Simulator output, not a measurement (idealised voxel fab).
Process module heading - voxel transistor to metal
This is section cut - it's 200 nm across, gridded in 5 nm square cells.
When this document writes out a cross-section, it uses a grid of square cells and lists it as bands, beginning at the top and moving down, with a band standing for one or more rows of cells. Band: top height; bottom height; in nm. Then, left to right: material with width in nm, for each material. "all across": a single material spanning edge to edge. "air": empty space. Below 0: as-received wafer, all one material; heights counted from there. Lowest band: no bottom, goes on down, written "0..down". You'd read "30..40" like this: the band's top row of cells is as wide as the first number, its bottom row is as wide as the second, and going down, every row changes width by the same amount as the row before did. You'll sometimes find "nothing was modified" written for a step, and that's the way of saying that nowhere in the cross-section did a cell change during that step. In the "Closed void entries" entry, you get each enclosed empty space of 8 cells or more, one with no open way to the top, written width x height at distance, distance from the left edge, in nm. Post-settings text on a step line: simulator's own remark regarding the step. A step's line can hold "overlay nm"; with a mask on that step, the setting says how far right of the planned place the mask lay, while a negative setting says it lay to the left. Pairs ahead. Before: cross-section ahead of one process step. After: cross-section once the step is done, shown to the lowest changed band only. Under each pair: that step, with settings. Caution: pairs may come from different runs of this module on the same starting wafer; a pair follows the pair above only where its "Pre-step condition" entry says so.
PRE-STEP CONDITION
    40..35 | air (80); SiN (5); air (5); SiCN (20); air (5); SiN (5); air (80)
    35..30 | air (80); SiN (5); SiO2 (5); SiCN (20); SiO2 (5); SiN (5); air (80)
    30..10 | air (80); SiN (5); SiO2 (5); polySi (20); SiO2 (5); SiN (5); air (80)
    10..5 | air (45); SiN (5); air (30); SiN (5); SiO2 (5); polySi (20); SiO2 (5); SiN (5); air (20); SiN (5); air (55)
    5..0 | SiO2 (45); SiN (5); air (30); SiN (5); SiO2 (5); polySi (20); SiO2 (5); SiN (5); air (20); SiN (5); SiO2 (55)
    0..-5 | SiO2 (50); air (30); SiO2 (40); air (20); SiO2 (60)
    -5..-35 | SiO2 (45); Si (100); SiO2 (55)
    -35..down | Si all across
    Closed void entries: none
POST-STEP APPEARANCE
    40..35 | air (80); SiN (5); air (5); SiCN (20); air (5); SiN (5); air (80)
    35..30 | air (80); SiN (5); SiO2 (5); SiCN (20); SiO2 (5); SiN (5); air (80)
    30..10 | air (80); SiN (5); SiO2 (5); polySi (20); SiO2 (5); SiN (5); air (80)
    10..5 | air (45); SiN (5); air (30); SiN (5); SiO2 (5); polySi (20); SiO2 (5); SiN (5); air (20); SiN (5); air (55)
    5..0 | SiO2 (45); SiN (5); air (30); SiN (5); SiO2 (5); polySi (20); SiO2 (5); SiN (5); air (20); SiN (5); SiO2 (55)
    0..-5 | SiO2 (50); air (30); SiO2 (40); air (20); SiO2 (60)
    -5..-20 | SiO2 (45); Si (5); air (30); Si (40); air (20); Si (5); SiO2 (55)
    Unchanged below -20.
    Closed void entries: none
The before and after cross-sections above differ by one step: op DIRECTIONAL_ETCH | etch materials Si | depth nm 15
Pre-step condition: as shown after the step in the preceding pair, directly above.
POST-STEP APPEARANCE
    40..35 | air (80); SiN (5); air (5); SiCN (20); air (5); SiN (5); air (80)
    35..30 | air (80); SiN (5); SiO2 (5); SiCN (20); SiO2 (5); SiN (5); air (80)
    30..10 | air (80); SiN (5); SiO2 (5); polySi (20); SiO2 (5); SiN (5); air (80)
    10..5 | air (45); SiN (5); SiGe (30); SiN (5); SiO2 (5); polySi (20); SiO2 (5); SiN (5); SiGe (20); SiN (5); air (55)
    5..0 | SiO2 (45); SiN (5); SiGe (30); SiN (5); SiO2 (5); polySi (20); SiO2 (5); SiN (5); SiGe (20); SiN (5); SiO2 (55)
    0..-5 | SiO2 (50); SiGe (30); SiO2 (40); SiGe (20); SiO2 (60)
    -5..-20 | SiO2 (45); Si (5); SiGe (30); Si (40); SiGe (20); Si (5); SiO2 (55)
    Unchanged below -20.
    Closed void entries: none
The before and after cross-sections above differ by one step: op EPI | material SiGe | thk nm 15
Pre-step condition: as shown after the step in the preceding pair, directly above.
POST-STEP APPEARANCE
    45..40 | SiO2 all across
    40..30 | SiO2 (80); SiN (5); SiO2 (5); SiCN (20); SiO2 (5); SiN (5); SiO2 (80)
    30..10 | SiO2 (80); SiN (5); SiO2 (5); polySi (20); SiO2 (5); SiN (5); SiO2 (80)
    10..0 | SiO2 (45); SiN (5); SiGe (30); SiN (5); SiO2 (5); polySi (20); SiO2 (5); SiN (5); SiGe (20); SiN (5); SiO2 (55)
    Unchanged below 0.
    Closed void entries: none
The before and after cross-sections above differ by one step: op FILL_DEP | material SiO2 | thk nm 5
Pre-step condition: as shown after the step in the preceding pair, directly above.
POST-STEP APPEARANCE
    40..30 | SiO2 (80); SiN (5); SiO2 (5); SiCN (20); SiO2 (5); SiN (5); SiO2 (80)
    Unchanged below 30.
    Closed void entries: none
The before and after cross-sections above differ by one step: op CMP | height nm 40
Pre-step condition: as shown after the step in the preceding pair, directly above.
POST-STEP APPEARANCE
    55..40 | SiO2 all across
    Unchanged below 40.
    Closed void entries: none
The before and after cross-sections above differ by one step: op DIRECTIONAL_DEP | material SiO2 | thk nm 15
Pre-step condition: as shown after the step in the preceding pair, directly above.
POST-STEP APPEARANCE
    55..40 | SiO2 (55); air (20); SiO2 (50); air (20); SiO2 (55)
    40..30 | SiO2 (55); air (20); SiO2 (5); SiN (5); SiO2 (5); SiCN (20); SiO2 (5); SiN (5); SiO2 (5); air (20); SiO2 (55)
    30..10 | SiO2 (55); air (20); SiO2 (5); SiN (5); SiO2 (5); polySi (20); SiO2 (5); SiN (5); SiO2 (5); air (20); SiO2 (55)
    Unchanged below 10.
    Closed void entries: none
The before and after cross-sections above differ by one step: op MASKED_ETCH | tone open | mask id CONTACT | width nm 20 | pitch nm 70 | etch materials SiO2 | depth nm 45 | overlay nm 0
Pre-step condition: as shown after the step in the preceding pair, directly above.
POST-STEP APPEARANCE
    60..55 | TiN (60); air (10); TiN (60); air (10); TiN (60)
    55..40 | SiO2 (55); TiN (5); air (10); TiN (5); SiO2 (50); TiN (5); air (10); TiN (5); SiO2 (55)
    40..30 | SiO2 (55); TiN (5); air (10); TiN (5); SiO2 (5); SiN (5); SiO2 (5); SiCN (20); SiO2 (5); SiN (5); SiO2 (5); TiN (5); air (10); TiN (5); SiO2 (55)
    30..15 | SiO2 (55); TiN (5); air (10); TiN (5); SiO2 (5); SiN (5); SiO2 (5); polySi (20); SiO2 (5); SiN (5); SiO2 (5); TiN (5); air (10); TiN (5); SiO2 (55)
    15..10 | SiO2 (55); TiN (20); SiO2 (5); SiN (5); SiO2 (5); polySi (20); SiO2 (5); SiN (5); SiO2 (5); TiN (20); SiO2 (55)
    Unchanged below 10.
    Closed void entries: none
The before and after cross-sections above differ by one step: op CONFORMAL_DEP | material TiN | thk nm 5
Pre-step condition: as shown after the step in the preceding pair, directly above.
POST-STEP APPEARANCE
    70..60 | W all across
    60..55 | TiN (60); W (10); TiN (60); W (10); TiN (60)
    55..40 | SiO2 (55); TiN (5); W (10); TiN (5); SiO2 (50); TiN (5); W (10); TiN (5); SiO2 (55)
    40..30 | SiO2 (55); TiN (5); W (10); TiN (5); SiO2 (5); SiN (5); SiO2 (5); SiCN (20); SiO2 (5); SiN (5); SiO2 (5); TiN (5); W (10); TiN (5); SiO2 (55)
    30..15 | SiO2 (55); TiN (5); W (10); TiN (5); SiO2 (5); SiN (5); SiO2 (5); polySi (20); SiO2 (5); SiN (5); SiO2 (5); TiN (5); W (10); TiN (5); SiO2 (55)
    Unchanged below 15.
    Closed void entries: none
The before and after cross-sections above differ by one step: op FILL_DEP | material W | thk nm 10
Pre-step condition: as shown after the step in the preceding pair, directly above.
POST-STEP APPEARANCE
    55..40 | SiO2 (55); TiN (5); W (10); TiN (5); SiO2 (50); TiN (5); W (10); TiN (5); SiO2 (55)
    Unchanged below 40.
    Closed void entries: none
The before and after cross-sections above differ by one step: op CMP | height nm 55
Pre-step condition: as shown after the step in the preceding pair, directly above.
POST-STEP APPEARANCE
    60..55 | TiN all across
    Unchanged below 55.
    Closed void entries: none
The before and after cross-sections above differ by one step: op DIRECTIONAL_DEP | material TiN | thk nm 5
Pre-step condition: as shown after the step in the preceding pair, directly above.
POST-STEP APPEARANCE
    80..60 | Ru all across
    Unchanged below 60.
    Closed void entries: none
The before and after cross-sections above differ by one step: op DIRECTIONAL_DEP | material Ru | thk nm 20
Pre-step condition: as shown after the step in the preceding pair, directly above.
POST-STEP APPEARANCE
    95..80 | aC all across
    Unchanged below 80.
    Closed void entries: none
The before and after cross-sections above differ by one step: op DIRECTIONAL_DEP | material aC | thk nm 15
Pre-step condition: as shown after the step in the preceding pair, directly above.
POST-STEP APPEARANCE
    125..95 | air (55); resist (20); air (50); resist (20); air (55)
    Unchanged below 95.
    Closed void entries: none
The before and after cross-sections above differ by one step: op PATTERN | tone cover | mask id METAL_1 | material resist | width nm 20 | pitch nm 70 | thk nm 30 | overlay nm 0
Pre-step condition: as shown after the step in the preceding pair, directly above.
POST-STEP APPEARANCE
    110..95 | air (55); resist (20); air (50); resist (20); air (55)
    95..80 | air (55); aC (20); air (50); aC (20); air (55)
    Unchanged below 80.
    Closed void entries: none
The before and after cross-sections above differ by one step: op DIRECTIONAL_ETCH | etch materials aC | depth nm 15
Pre-step condition: as shown after the step in the preceding pair, directly above.
POST-STEP APPEARANCE
    95..80 | air (55); aC (20); air (50); aC (20); air (55)
    Unchanged below 80.
    Closed void entries: none
The before and after cross-sections above differ by one step: op STRIP | etch materials resist
Pre-step condition: as shown after the step in the preceding pair, directly above.
POST-STEP APPEARANCE
    95..80 | air (55); aC (20); air (50); aC (20); air (55)
    80..60 | air (55); Ru (20); air (50); Ru (20); air (55)
    Unchanged below 60.
    Closed void entries: none
The before and after cross-sections above differ by one step: op DIRECTIONAL_ETCH | etch materials Ru | depth nm 20
Pre-step condition: as shown after the step in the preceding pair, directly above.
POST-STEP APPEARANCE
    95..80 | air (55); aC (20); air (50); aC (20); air (55)
    80..60 | air (55); Ru (20); air (50); Ru (20); air (55)
    60..55 | air (55); TiN (20); air (50); TiN (20); air (55)
    Unchanged below 55.
    Closed void entries: none
The before and after cross-sections above differ by one step: op DIRECTIONAL_ETCH | etch materials TiN | depth nm 5
Pre-step condition: as shown after the step in the preceding pair, directly above.
POST-STEP APPEARANCE
    80..60 | air (55); Ru (20); air (50); Ru (20); air (55)
    Unchanged below 60.
    Closed void entries: none
The before and after cross-sections above differ by one step: op STRIP | etch materials aC
Pre-step condition: as shown after the step in the preceding pair, directly above.
POST-STEP APPEARANCE
    90..80 | lowk all across
    80..60 | lowk (55); Ru (20); lowk (50); Ru (20); lowk (55)
    60..55 | lowk (55); TiN (20); lowk (50); TiN (20); lowk (55)
    Unchanged below 55.
    Closed void entries: none
The before and after cross-sections above differ by one step: op FILL_DEP | material lowk | thk nm 10
Pre-step condition: as shown after the step in the preceding pair, directly above.
POST-STEP APPEARANCE
    80..60 | lowk (55); Ru (20); lowk (50); Ru (20); lowk (55)
    Unchanged below 60.
    Closed void entries: none
The before and after cross-sections above differ by one step: op CMP | height nm 80
Pre-step condition: as shown after the step in the preceding pair, directly above.
POST-STEP APPEARANCE
    85..80 | SiCN all across
    Unchanged below 80.
    Closed void entries: none
The before and after cross-sections above differ by one step: op CONFORMAL_DEP | material SiCN | thk nm 5
Pre-step condition: as shown after the step in the preceding pair, directly above.
POST-STEP APPEARANCE
    115..85 | SiO2 all across
    Unchanged below 85.
    Closed void entries: none
The before and after cross-sections above differ by one step: op DIRECTIONAL_DEP | material SiO2 | thk nm 30
Pre-step condition: as shown after the step in the preceding pair, directly above.
POST-STEP APPEARANCE
    135..115 | resist (55); air (15); resist (55); air (15); resist (60)
    Unchanged below 115.
    Closed void entries: none
The before and after cross-sections above differ by one step: op PATTERN | tone open | mask id METAL_2_HOLES | material resist | width nm 15 | pitch nm 70 | thk nm 20 | overlay nm 0
Pre-step condition: as shown after the step in the preceding pair, directly above.
POST-STEP APPEARANCE
    135..115 | resist (55); air (15); resist (55); air (15); resist (60)
    115..85 | SiO2 (55); air (15); SiO2 (55); air (15); SiO2 (60)
    Unchanged below 85.
    Closed void entries: none
The before and after cross-sections above differ by one step: op DIRECTIONAL_ETCH | etch materials SiO2 | depth nm 30
Pre-step condition: as shown after the step in the preceding pair, directly above.
POST-STEP APPEARANCE
    115..85 | SiO2 (55); air (15); SiO2 (55); air (15); SiO2 (60)
    Unchanged below 85.
    Closed void entries: none
The before and after cross-sections above differ by one step: op STRIP | etch materials resist
Pre-step condition: as shown after the step in the preceding pair, directly above.
POST-STEP APPEARANCE
    130..115 | aC (55); air (15); aC (55); air (15); aC (60)
    115..100 | SiO2 (55); air (15); SiO2 (55); air (15); SiO2 (60)
    100..85 | SiO2 (55); aC (15); SiO2 (55); aC (15); SiO2 (60)
    Unchanged below 85.
    Closed void entries: none
The before and after cross-sections above differ by one step: op DIRECTIONAL_DEP | material aC | thk nm 15
Pre-step condition: as shown after the step in the preceding pair, directly above.
POST-STEP APPEARANCE
    160..130 | resist (55); air (20); resist (50); air (20); resist (55)
    Unchanged below 130.
    Closed void entries: none
The before and after cross-sections above differ by one step: op PATTERN | tone open | mask id METAL_2 | material resist | width nm 20 | pitch nm 70 | thk nm 30 | overlay nm 0
Pre-step condition: as shown after the step in the preceding pair, directly above.
POST-STEP APPEARANCE
    145..130 | resist (55); air (20); resist (50); air (20); resist (55)
    130..115 | aC (55); air (20); aC (50); air (20); aC (55)
    115..85 | SiO2 (55); air (15); SiO2 (55); air (15); SiO2 (60)
    Unchanged below 85.
    Closed void entries: none
The before and after cross-sections above differ by one step: op DIRECTIONAL_ETCH | etch materials aC | depth nm 15
Pre-step condition: as shown after the step in the preceding pair, directly above.
POST-STEP APPEARANCE
    130..115 | aC (55); air (20); aC (50); air (20); aC (55)
    Unchanged below 115.
    Closed void entries: none
The before and after cross-sections above differ by one step: op STRIP | etch materials resist
Pre-step condition: as shown after the step in the preceding pair, directly above.
POST-STEP APPEARANCE
    130..115 | aC (55); air (20); aC (50); air (20); aC (55)
    115..100 | SiO2 (55); air (20); SiO2 (50); air (20); SiO2 (55)
    Unchanged below 100.
    Closed void entries: none
The before and after cross-sections above differ by one step: op DIRECTIONAL_ETCH | etch materials SiO2 | depth nm 15
Pre-step condition: as shown after the step in the preceding pair, directly above.
POST-STEP APPEARANCE
    130..115 | aC (55); air (20); aC (50); air (20); aC (55)
    115..100 | SiO2 (55); air (20); SiO2 (50); air (20); SiO2 (55)
    100..85 | SiO2 (55); air (15); SiO2 (55); air (15); SiO2 (60)
    85..80 | SiCN (55); air (15); SiCN (55); air (15); SiCN (60)
    Unchanged below 80.
    Closed void entries: none
The before and after cross-sections above differ by one step: op DIRECTIONAL_ETCH | etch materials SiCN | depth nm 5
Pre-step condition: as shown after the step in the preceding pair, directly above.
POST-STEP APPEARANCE
    115..100 | SiO2 (55); air (20); SiO2 (50); air (20); SiO2 (55)
    Unchanged below 100.
    Closed void entries: none
The before and after cross-sections above differ by one step: op STRIP | etch materials aC
Pre-step condition: as shown after the step in the preceding pair, directly above.
POST-STEP APPEARANCE
    120..115 | TiN (60); air (10); TiN (60); air (10); TiN (60)
    115..105 | SiO2 (55); TiN (5); air (10); TiN (5); SiO2 (50); TiN (5); air (10); TiN (5); SiO2 (55)
    105..100 | SiO2 (55); TiN (5); air (5); TiN (10); SiO2 (50); TiN (5); air (5); TiN (10); SiO2 (55)
    100..85 | SiO2 (55); TiN (5); air (5); TiN (5); SiO2 (55); TiN (5); air (5); TiN (5); SiO2 (60)
    85..80 | SiCN (55); TiN (15); SiCN (55); TiN (15); SiCN (60)
    Unchanged below 80.
    Closed void entries: none
The before and after cross-sections above differ by one step: op CONFORMAL_DEP | material TiN | thk nm 5
Pre-step condition: as shown after the step in the preceding pair, directly above.
POST-STEP APPEARANCE
    130..120 | Cu all across
    120..115 | TiN (60); Cu (10); TiN (60); Cu (10); TiN (60)
    115..105 | SiO2 (55); TiN (5); Cu (10); TiN (5); SiO2 (50); TiN (5); Cu (10); TiN (5); SiO2 (55)
    105..100 | SiO2 (55); TiN (5); Cu (5); TiN (10); SiO2 (50); TiN (5); Cu (5); TiN (10); SiO2 (55)
    100..85 | SiO2 (55); TiN (5); Cu (5); TiN (5); SiO2 (55); TiN (5); Cu (5); TiN (5); SiO2 (60)
    Unchanged below 85.
    Closed void entries: none
The before and after cross-sections above differ by one step: op FILL_DEP | material Cu | thk nm 10
Pre-step condition: as shown after the step in the preceding pair, directly above.
POST-STEP APPEARANCE
    115..105 | SiO2 (55); TiN (5); Cu (10); TiN (5); SiO2 (50); TiN (5); Cu (10); TiN (5); SiO2 (55)
    Unchanged below 105.
    Closed void entries: none
The before and after cross-sections above differ by one step: op CMP | height nm 115
Pre-step condition: as shown after the step in the preceding pair, directly above.
POST-STEP APPEARANCE
    120..115 | SiN all across
    Unchanged below 115.
    Closed void entries: none
The before and after cross-sections above differ by one step: op CONFORMAL_DEP | material SiN | thk nm 5
PRE-STEP CONDITION
    60..55 | TiN all across
    55..40 | SiO2 (55); TiN (5); W (10); TiN (5); SiO2 (50); TiN (5); W (10); TiN (5); SiO2 (55)
    40..30 | SiO2 (55); TiN (5); W (10); TiN (5); SiO2 (5); SiN (5); SiO2 (5); SiCN (20); SiO2 (5); SiN (5); SiO2 (5); TiN (5); W (10); TiN (5); SiO2 (55)
    30..15 | SiO2 (55); TiN (5); W (10); TiN (5); SiO2 (5); SiN (5); SiO2 (5); polySi (20); SiO2 (5); SiN (5); SiO2 (5); TiN (5); W (10); TiN (5); SiO2 (55)
    15..10 | SiO2 (55); TiN (20); SiO2 (5); SiN (5); SiO2 (5); polySi (20); SiO2 (5); SiN (5); SiO2 (5); TiN (20); SiO2 (55)
    10..0 | SiO2 (50); SiN (5); SiGe (25); SiN (5); SiO2 (5); polySi (20); SiO2 (5); SiN (5); SiGe (25); SiN (5); SiO2 (50)
    0..-5 | SiO2 (55); SiGe (25); SiO2 (40); SiGe (25); SiO2 (55)
    -5..-20 | SiO2 (50); Si (5); SiGe (25); Si (40); SiGe (25); Si (5); SiO2 (50)
    -20..-35 | SiO2 (50); Si (100); SiO2 (50)
    -35..down | Si all across
    Closed void entries: none
POST-STEP APPEARANCE
    80..60 | W all across
    Unchanged below 60.
    Closed void entries: none
The before and after cross-sections above differ by one step: op DIRECTIONAL_DEP | material W | thk nm 20
Pre-step condition: as shown after the step in the preceding pair, directly above.
POST-STEP APPEARANCE
    95..80 | aC all across
    Unchanged below 80.
    Closed void entries: none
The before and after cross-sections above differ by one step: op DIRECTIONAL_DEP | material aC | thk nm 15
Pre-step condition: as shown after the step in the preceding pair, directly above.
POST-STEP APPEARANCE
    125..95 | air (55); resist (20); air (50); resist (20); air (55)
    Unchanged below 95.
    Closed void entries: none
The before and after cross-sections above differ by one step: op PATTERN | tone cover | mask id METAL_1 | material resist | width nm 20 | pitch nm 70 | thk nm 30 | overlay nm 0
Pre-step condition: as shown after the step in the preceding pair, directly above.
POST-STEP APPEARANCE
    110..95 | air (55); resist (20); air (50); resist (20); air (55)
    95..80 | air (55); aC (20); air (50); aC (20); air (55)
    Unchanged below 80.
    Closed void entries: none
The before and after cross-sections above differ by one step: op DIRECTIONAL_ETCH | etch materials aC | depth nm 15
Pre-step condition: as shown after the step in the preceding pair, directly above.
POST-STEP APPEARANCE
    95..80 | air (55); aC (20); air (50); aC (20); air (55)
    Unchanged below 80.
    Closed void entries: none
The before and after cross-sections above differ by one step: op STRIP | etch materials resist
Pre-step condition: as shown after the step in the preceding pair, directly above.
POST-STEP APPEARANCE
    80..60 | W all across
    Unchanged below 60.
    Closed void entries: none
The before and after cross-sections above differ by one step: op STRIP | etch materials aC
Pre-step condition: as shown after the step in the preceding pair, directly above.
POST-STEP APPEARANCE
    90..80 | lowk all across
    Unchanged below 80.
    Closed void entries: none
The before and after cross-sections above differ by one step: op FILL_DEP | material lowk | thk nm 10
Pre-step condition: as shown after the step in the preceding pair, directly above.
POST-STEP APPEARANCE
    80..60 | W all across
    Unchanged below 60.
    Closed void entries: none
The before and after cross-sections above differ by one step: op CMP | height nm 80
Pre-step condition: as shown after the step in the preceding pair, directly above.
POST-STEP APPEARANCE
    85..80 | SiCN all across
    Unchanged below 80.
    Closed void entries: none
The before and after cross-sections above differ by one step: op CONFORMAL_DEP | material SiCN | thk nm 5
Pre-step condition: as shown after the step in the preceding pair, directly above.
POST-STEP APPEARANCE
    115..85 | SiO2 all across
    Unchanged below 85.
    Closed void entries: none
The before and after cross-sections above differ by one step: op DIRECTIONAL_DEP | material SiO2 | thk nm 30
Pre-step condition: as shown after the step in the preceding pair, directly above.
POST-STEP APPEARANCE
    135..115 | resist (55); air (15); resist (55); air (15); resist (60)
    Unchanged below 115.
    Closed void entries: none
The before and after cross-sections above differ by one step: op PATTERN | tone open | mask id METAL_2_HOLES | material resist | width nm 15 | pitch nm 70 | thk nm 20 | overlay nm 0
Pre-step condition: as shown after the step in the preceding pair, directly above.
POST-STEP APPEARANCE
    135..115 | resist (55); air (15); resist (55); air (15); resist (60)
    115..85 | SiO2 (55); air (15); SiO2 (55); air (15); SiO2 (60)
    Unchanged below 85.
    Closed void entries: none
The before and after cross-sections above differ by one step: op DIRECTIONAL_ETCH | etch materials SiO2 | depth nm 30
Pre-step condition: as shown after the step in the preceding pair, directly above.
POST-STEP APPEARANCE
    115..85 | SiO2 (55); air (15); SiO2 (55); air (15); SiO2 (60)
    Unchanged below 85.
    Closed void entries: none
The before and after cross-sections above differ by one step: op STRIP | etch materials resist
Pre-step condition: as shown after the step in the preceding pair, directly above.
POST-STEP APPEARANCE
    130..115 | aC (55); air (15); aC (55); air (15); aC (60)
    115..100 | SiO2 (55); air (15); SiO2 (55); air (15); SiO2 (60)
    100..85 | SiO2 (55); aC (15); SiO2 (55); aC (15); SiO2 (60)
    Unchanged below 85.
    Closed void entries: none
The before and after cross-sections above differ by one step: op DIRECTIONAL_DEP | material aC | thk nm 15
Pre-step condition: as shown after the step in the preceding pair, directly above.
POST-STEP APPEARANCE
    160..130 | resist (55); air (20); resist (50); air (20); resist (55)
    Unchanged below 130.
    Closed void entries: none
The before and after cross-sections above differ by one step: op PATTERN | tone open | mask id METAL_2 | material resist | width nm 20 | pitch nm 70 | thk nm 30 | overlay nm 0
Pre-step condition: as shown after the step in the preceding pair, directly above.
POST-STEP APPEARANCE
    145..130 | resist (55); air (20); resist (50); air (20); resist (55)
    130..115 | aC (55); air (20); aC (50); air (20); aC (55)
    115..85 | SiO2 (55); air (15); SiO2 (55); air (15); SiO2 (60)
    Unchanged below 85.
    Closed void entries: none
The before and after cross-sections above differ by one step: op DIRECTIONAL_ETCH | etch materials aC | depth nm 15
Pre-step condition: as shown after the step in the preceding pair, directly above.
POST-STEP APPEARANCE
    130..115 | aC (55); air (20); aC (50); air (20); aC (55)
    Unchanged below 115.
    Closed void entries: none
The before and after cross-sections above differ by one step: op STRIP | etch materials resist
Pre-step condition: as shown after the step in the preceding pair, directly above.
POST-STEP APPEARANCE
    130..115 | aC (55); air (20); aC (50); air (20); aC (55)
    115..100 | SiO2 (55); air (20); SiO2 (50); air (20); SiO2 (55)
    Unchanged below 100.
    Closed void entries: none
The before and after cross-sections above differ by one step: op DIRECTIONAL_ETCH | etch materials SiO2 | depth nm 15
Pre-step condition: as shown after the step in the preceding pair, directly above.
POST-STEP APPEARANCE
    130..115 | aC (55); air (20); aC (50); air (20); aC (55)
    115..100 | SiO2 (55); air (20); SiO2 (50); air (20); SiO2 (55)
    100..85 | SiO2 (55); air (15); SiO2 (55); air (15); SiO2 (60)
    85..80 | SiCN (55); air (15); SiCN (55); air (15); SiCN (60)
    Unchanged below 80.
    Closed void entries: none
The before and after cross-sections above differ by one step: op DIRECTIONAL_ETCH | etch materials SiCN | depth nm 5
Pre-step condition: as shown after the step in the preceding pair, directly above.
POST-STEP APPEARANCE
    115..100 | SiO2 (55); air (20); SiO2 (50); air (20); SiO2 (55)
    Unchanged below 100.
    Closed void entries: none
The before and after cross-sections above differ by one step: op STRIP | etch materials aC
Pre-step condition: as shown after the step in the preceding pair, directly above.
POST-STEP APPEARANCE
    120..115 | TiN (60); air (10); TiN (60); air (10); TiN (60)
    115..105 | SiO2 (55); TiN (5); air (10); TiN (5); SiO2 (50); TiN (5); air (10); TiN (5); SiO2 (55)
    105..100 | SiO2 (55); TiN (5); air (5); TiN (10); SiO2 (50); TiN (5); air (5); TiN (10); SiO2 (55)
    100..85 | SiO2 (55); TiN (5); air (5); TiN (5); SiO2 (55); TiN (5); air (5); TiN (5); SiO2 (60)
    85..80 | SiCN (55); TiN (15); SiCN (55); TiN (15); SiCN (60)
    Unchanged below 80.
    Closed void entries: none
The before and after cross-sections above differ by one step: op CONFORMAL_DEP | material TiN | thk nm 5
Pre-step condition: as shown after the step in the preceding pair, directly above.
POST-STEP APPEARANCE
    130..120 | Cu all across
    120..115 | TiN (60); Cu (10); TiN (60); Cu (10); TiN (60)
    115..105 | SiO2 (55); TiN (5); Cu (10); TiN (5); SiO2 (50); TiN (5); Cu (10); TiN (5); SiO2 (55)
    105..100 | SiO2 (55); TiN (5); Cu (5); TiN (10); SiO2 (50); TiN (5); Cu (5); TiN (10); SiO2 (55)
    100..85 | SiO2 (55); TiN (5); Cu (5); TiN (5); SiO2 (55); TiN (5); Cu (5); TiN (5); SiO2 (60)
    Unchanged below 85.
    Closed void entries: none
The before and after cross-sections above differ by one step: op FILL_DEP | material Cu | thk nm 10
Pre-step condition: as shown after the step in the preceding pair, directly above.
POST-STEP APPEARANCE
    115..105 | SiO2 (55); TiN (5); Cu (10); TiN (5); SiO2 (50); TiN (5); Cu (10); TiN (5); SiO2 (55)
    Unchanged below 105.
    Closed void entries: none
The before and after cross-sections above differ by one step: op CMP | height nm 115
Pre-step condition: as shown after the step in the preceding pair, directly above.
POST-STEP APPEARANCE
    120..115 | SiN all across
    Unchanged below 115.
    Closed void entries: none
The before and after cross-sections above differ by one step: op CONFORMAL_DEP | material SiN | thk nm 5
PRE-STEP CONDITION
    55..40 | SiO2 all across
    40..30 | SiO2 (80); SiN (5); SiO2 (5); SiCN (20); SiO2 (5); SiN (5); SiO2 (80)
    30..10 | SiO2 (80); SiN (5); SiO2 (5); polySi (20); SiO2 (5); SiN (5); SiO2 (80)
    10..0 | SiO2 (50); SiN (5); SiGe (25); SiN (5); SiO2 (5); polySi (20); SiO2 (5); SiN (5); SiGe (25); SiN (5); SiO2 (50)
    0..-5 | SiO2 (55); SiGe (25); SiO2 (40); SiGe (25); SiO2 (55)
    -5..-20 | SiO2 (50); Si (5); SiGe (25); Si (40); SiGe (25); Si (5); SiO2 (50)
    -20..-35 | SiO2 (50); Si (100); SiO2 (50)
    -35..down | Si all across
    Closed void entries: none
POST-STEP APPEARANCE
    55..40 | air (55); SiO2 (20); air (50); SiO2 (20); air (55)
    40..30 | air (55); SiO2 (20); air (5); SiN (5); air (5); SiCN (20); air (5); SiN (5); air (5); SiO2 (20); air (55)
    30..10 | air (55); SiO2 (20); air (5); SiN (5); air (5); polySi (20); air (5); SiN (5); air (5); SiO2 (20); air (55)
    Unchanged below 10.
    Closed void entries: none
The before and after cross-sections above differ by one step: op MASKED_ETCH | tone cover | mask id CONTACT | width nm 20 | pitch nm 70 | etch materials SiO2 | depth nm 45 | overlay nm 0
Pre-step condition: as shown after the step in the preceding pair, directly above.
POST-STEP APPEARANCE
    60..55 | air (50); TiN (30); air (40); TiN (30); air (50)
    55..45 | air (50); TiN (5); SiO2 (20); TiN (5); air (40); TiN (5); SiO2 (20); TiN (5); air (50)
    45..40 | air (50); TiN (5); SiO2 (20); TiN (50); SiO2 (20); TiN (5); air (50)
    40..30 | air (50); TiN (5); SiO2 (20); TiN (5); SiN (5); TiN (5); SiCN (20); TiN (5); SiN (5); TiN (5); SiO2 (20); TiN (5); air (50)
    30..15 | air (50); TiN (5); SiO2 (20); TiN (5); SiN (5); TiN (5); polySi (20); TiN (5); SiN (5); TiN (5); SiO2 (20); TiN (5); air (50)
    15..10 | TiN (55); SiO2 (20); TiN (5); SiN (5); TiN (5); polySi (20); TiN (5); SiN (5); TiN (5); SiO2 (20); TiN (55)
    Unchanged below 10.
    Closed void entries: none
The before and after cross-sections above differ by one step: op CONFORMAL_DEP | material TiN | thk nm 5
Pre-step condition: as shown after the step in the preceding pair, directly above.
POST-STEP APPEARANCE
    70..60 | W all across
    60..55 | W (50); TiN (30); W (40); TiN (30); W (50)
    55..45 | W (50); TiN (5); SiO2 (20); TiN (5); W (40); TiN (5); SiO2 (20); TiN (5); W (50)
    45..40 | W (50); TiN (5); SiO2 (20); TiN (50); SiO2 (20); TiN (5); W (50)
    40..30 | W (50); TiN (5); SiO2 (20); TiN (5); SiN (5); TiN (5); SiCN (20); TiN (5); SiN (5); TiN (5); SiO2 (20); TiN (5); W (50)
    30..15 | W (50); TiN (5); SiO2 (20); TiN (5); SiN (5); TiN (5); polySi (20); TiN (5); SiN (5); TiN (5); SiO2 (20); TiN (5); W (50)
    Unchanged below 15.
    Closed void entries: none
The before and after cross-sections above differ by one step: op FILL_DEP | material W | thk nm 10
Pre-step condition: as shown after the step in the preceding pair, directly above.
POST-STEP APPEARANCE
    55..45 | W (50); TiN (5); SiO2 (20); TiN (5); W (40); TiN (5); SiO2 (20); TiN (5); W (50)
    Unchanged below 45.
    Closed void entries: none
The before and after cross-sections above differ by one step: op CMP | height nm 55
Pre-step condition: as shown after the step in the preceding pair, directly above.
POST-STEP APPEARANCE
    60..55 | TiN all across
    Unchanged below 55.
    Closed void entries: none
The before and after cross-sections above differ by one step: op DIRECTIONAL_DEP | material TiN | thk nm 5
Pre-step condition: as shown after the step in the preceding pair, directly above.
POST-STEP APPEARANCE
    80..60 | Ru all across
    Unchanged below 60.
    Closed void entries: none
The before and after cross-sections above differ by one step: op DIRECTIONAL_DEP | material Ru | thk nm 20
Pre-step condition: as shown after the step in the preceding pair, directly above.
POST-STEP APPEARANCE
    95..80 | aC all across
    Unchanged below 80.
    Closed void entries: none
The before and after cross-sections above differ by one step: op DIRECTIONAL_DEP | material aC | thk nm 15
Pre-step condition: as shown after the step in the preceding pair, directly above.
POST-STEP APPEARANCE
    125..95 | air (55); resist (20); air (50); resist (20); air (55)
    Unchanged below 95.
    Closed void entries: none
The before and after cross-sections above differ by one step: op PATTERN | tone cover | mask id METAL_1 | material resist | width nm 20 | pitch nm 70 | thk nm 30 | overlay nm 0
